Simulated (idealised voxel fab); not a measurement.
The document below concerns the process module designated voxel capacitor over wiring.
In the cross-section labelled cut, the width is 215 nm and each square cell is 5 nm.
Format of a cross-section: grid, square cells. Given as bands. Order: top down. Band: one or more rows of cells. Band: top height; bottom height; in nm. Then, left to right: material with width in nm, for each material. "everywhere": a single material spanning edge to edge. "blank": empty space. Beneath 0, the wafer as received is one material, and that level is where height counting begins. The lowest band goes on downward without a bottom; it is written like "0 nm and below". Width: "30..40" (first number = top row, second number = bottom row, same change from row to row of cells). "identical to before", as given for a step, is the statement that not any cell of the cross-section underwent a change during that step. "Enclosed cavities" enumerates empty spaces isolated from the top, with no open way to it, that contain at least 8 cells, giving each as width x height at distance from the left edge, all three in nm. It should be noted that, on the line of a given step, the content following the step's settings is a remark produced by the simulator itself with respect to that step. overlay nm: mask right of planned place by this much (step with mask). Neg. = left.
## This section lists the process steps that were planned
1 RECEIVE with material Si
2 CONFORMAL_DEP with material SiO2, thk nm 15
3 CONFORMAL_DEP with material SiN, thk nm 5
4 DIRECTIONAL_DEP with material SiO2, thk nm 25
5 PATTERN with tone open, mask id METAL_1, material resist, width nm 25, pitch nm 80, thk nm 15, overlay nm 0
6 DIRECTIONAL_ETCH with etch materials SiO2, depth nm 25
7 DIRECTIONAL_ETCH with etch materials SiN, depth nm 5
8 STRIP with etch materials resist
9 CONFORMAL_DEP with material TiN, thk nm 5
10 FILL_DEP with material W, thk nm 10
11 CMP with height nm 45
12 EPI with material Ru, thk nm 5
13 FILL_DEP with material SiCN, thk nm 5
14 DIRECTIONAL_DEP with material lowk, thk nm 15
15 PATTERN with tone open, mask id PLUG_1, material resist, width nm 15, thk nm 15, overlay nm 0
16 DIRECTIONAL_ETCH with etch materials lowk, depth nm 15
17 DIRECTIONAL_ETCH with etch materials SiCN, depth nm 5
18 STRIP with etch materials resist
19 EPI with material Ru, thk nm 10
20 EPI with material Ru, thk nm 10
21 DIRECTIONAL_DEP with material TiN, thk nm 5
22 DIRECTIONAL_DEP with material HfO2, thk nm 5
23 DIRECTIONAL_DEP with material TiN, thk nm 5
24 PATTERN with tone cover, mask id UPPER_PLATE, material resist, width nm 60, thk nm 20, overlay nm 0
25 DIRECTIONAL_ETCH with etch materials TiN, depth nm 5
26 DIRECTIONAL_ETCH with etch materials HfO2, depth nm 5
27 STRIP with etch materials resist
28 PATTERN with tone cover, mask id LOWER_PLATE, material resist, width nm 70, thk nm 20, overlay nm 0
29 DIRECTIONAL_ETCH with etch materials TiN, depth nm 5
30 STRIP with etch materials resist
31 FILL_DEP with material SiO2, thk nm 20
32 CMP with height nm 100
33 MASKED_ETCH with tone open, mask id PLUG_2, width nm 15, etch materials SiO2, depth nm 15, overlay nm 0
34 CONFORMAL_DEP with material TiN, thk nm 5
35 FILL_DEP with material Ru, thk nm 10
36 CMP with height nm 100
37 CONFORMAL_DEP with material SiCN, thk nm 5
## This is the cross-section of the wafer as we received it, i.e. after step 1
    0 nm and below | Si everywhere
    Enclosed cavities: none
## First of two wafers: cross-section at end of module, run per plan
    105 nm to 100 nm | SiCN everywhere
    100 nm to 90 nm | SiO2: 75 / TiN: 5 / Ru: 5 / TiN: 5 / SiO2: 125
    90 nm to 80 nm | SiO2: 75..65 / TiN: 15..60 / SiO2: 125..90
    80 nm to 75 nm | SiO2: 65 / HfO2: 60 / SiO2: 90
    75 nm to 70 nm | SiO2: 60 / TiN: 70 / SiO2: 85
    70 nm to 55 nm | lowk: 65 / Ru: 15 / lowk: 135
    55 nm to 50 nm | SiCN: 65 / Ru: 15 / SiCN: 135
    50 nm to 45 nm | SiCN: 50 / Ru: 35 / SiCN: 45 / Ru: 35 / SiCN: 50
    45 nm to 20 nm | SiO2: 55 / TiN: 5 / W: 15 / TiN: 5 / SiO2: 55 / TiN: 5 / W: 15 / TiN: 5 / SiO2: 55
    20 nm to 15 nm | SiN: 55 / TiN: 25 / SiN: 55 / TiN: 25 / SiN: 55
    15 nm to 0 nm | SiO2 everywhere
    0 nm and below | Si everywhere
    Enclosed cavities: none
## Wafer two, sectioned after the module: the first wafer's start, the first wafer's plan, and one mistake in how it was run
    105 nm to 100 nm | SiCN everywhere
    100 nm to 90 nm | SiO2: 75 / TiN: 5 / Ru: 5 / TiN: 5 / SiO2: 125
    90 nm to 85 nm | SiO2: 75 / TiN: 15 / SiO2: 125
    85 nm to 80 nm | SiO2: 60 / TiN: 5 / SiO2: 60 / TiN: 5 / SiO2: 85
    80 nm to 75 nm | HfO2: 65 / SiO2: 60 / HfO2: 90
    75 nm to 70 nm | TiN everywhere
    70 nm to 55 nm | lowk: 65 / Ru: 15 / lowk: 135
    55 nm to 50 nm | SiCN: 65 / Ru: 15 / SiCN: 135
    50 nm to 45 nm | SiCN: 50 / Ru: 35 / SiCN: 45 / Ru: 35 / SiCN: 50
    45 nm to 20 nm | SiO2: 55 / TiN: 5 / W: 15 / TiN: 5 / SiO2: 55 / TiN: 5 / W: 15 / TiN: 5 / SiO2: 55
    20 nm to 15 nm | SiN: 55 / TiN: 25 / SiN: 55 / TiN: 25 / SiN: 55
    15 nm to 0 nm | SiO2 everywhere
    0 nm and below | Si everywhere
    Enclosed cavities: none
Short version of what went wrong: the process deviated at step 24: the operation and settings actually run there were PATTERN with tone open, mask id UPPER_PLATE, material resist, width nm 60, thk nm 20, overlay nm 0
The final cell counts differ between the wafers, with the second having more or fewer of some materials than the first: HfO2: 19 more, SiO2: 38 fewer, TiN: 19 more
